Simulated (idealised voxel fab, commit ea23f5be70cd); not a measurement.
process module | voxel lift off
cross-section cut | 195 nm wide | cells 5 nm
A cross-section is a grid of square cells, given in bands from the top down. A band is one or more rows of cells.
Each band's line starts with the height of the band's top and of its bottom, in nm. Then come its materials from left to right, each with its width in nm. One material with "throughout" fills the band from edge to edge. "air" is empty space.
Height 0 is the level under which the wafer as received is all one material. The lowest band goes on downwards, as in "0 down".
A width such as "30 to 40" changes by the same amount from each row of cells to the next, from the band's top row to its bottom row.
"no change" after a step means that no cell of the cross-section changed.
closed voids: empty space of 8 cells or more with no open way to the top, each as width x height at its distance from the left edge, in nm
after a step's settings: what the simulator itself notes on the step
overlay nm, on a step with a mask: how far to the right of its planned place the mask lay; to the left if negative
plan
1 op RECEIVE | material Si
2 op CONFORMAL_DEP | material SiO2 | thk nm 5
3 op PATTERN | tone open | mask id LINES | material resist | width nm 20 | pitch nm 55 | thk nm 15 | overlay nm 0
4 op DIRECTIONAL_DEP | material Ru | thk nm 5
5 op STRIP | etch materials resist
6 op CONFORMAL_DEP | material SiO2 | thk nm 10
varied across the wafers: width nm of step 3. The plan shows the first wafer's value. All wafers start alike
first wafer as received, after step 1
  0 down: Si throughout
  closed voids: none
first wafer at the end, after step 6
  20 to 15: air 50 | SiO2 40 | air 15 | SiO2 40 | air 50
  15 to 10: SiO2 throughout
  10 to 5: SiO2 60 | Ru 20 | SiO2 35 | Ru 20 | SiO2 60
  5 to 0: SiO2 throughout
  0 down: Si throughout
  closed voids: none
last wafer at the end
  20 to 15: air 40 | SiO2 115 | air 40
  15 to 10: SiO2 throughout
  10 to 5: SiO2 50 | Ru 40 | SiO2 15 | Ru 40 | SiO2 50
  5 to 0: SiO2 throughout
  0 down: Si throughout
  closed voids: none
each wafer at the end: cells of each material gained (+) or lost (-) since it was received, then its closed voids
width nm 20 | +8 Ru | +125 SiO2 | closed voids: none
width nm 25 | +10 Ru | +125 SiO2 | closed voids: none
width nm 30 | +12 Ru | +125 SiO2 | closed voids: none
width nm 35 | +14 Ru | +125 SiO2 | closed voids: none
width nm 40 | +16 Ru | +124 SiO2 | closed voids: none
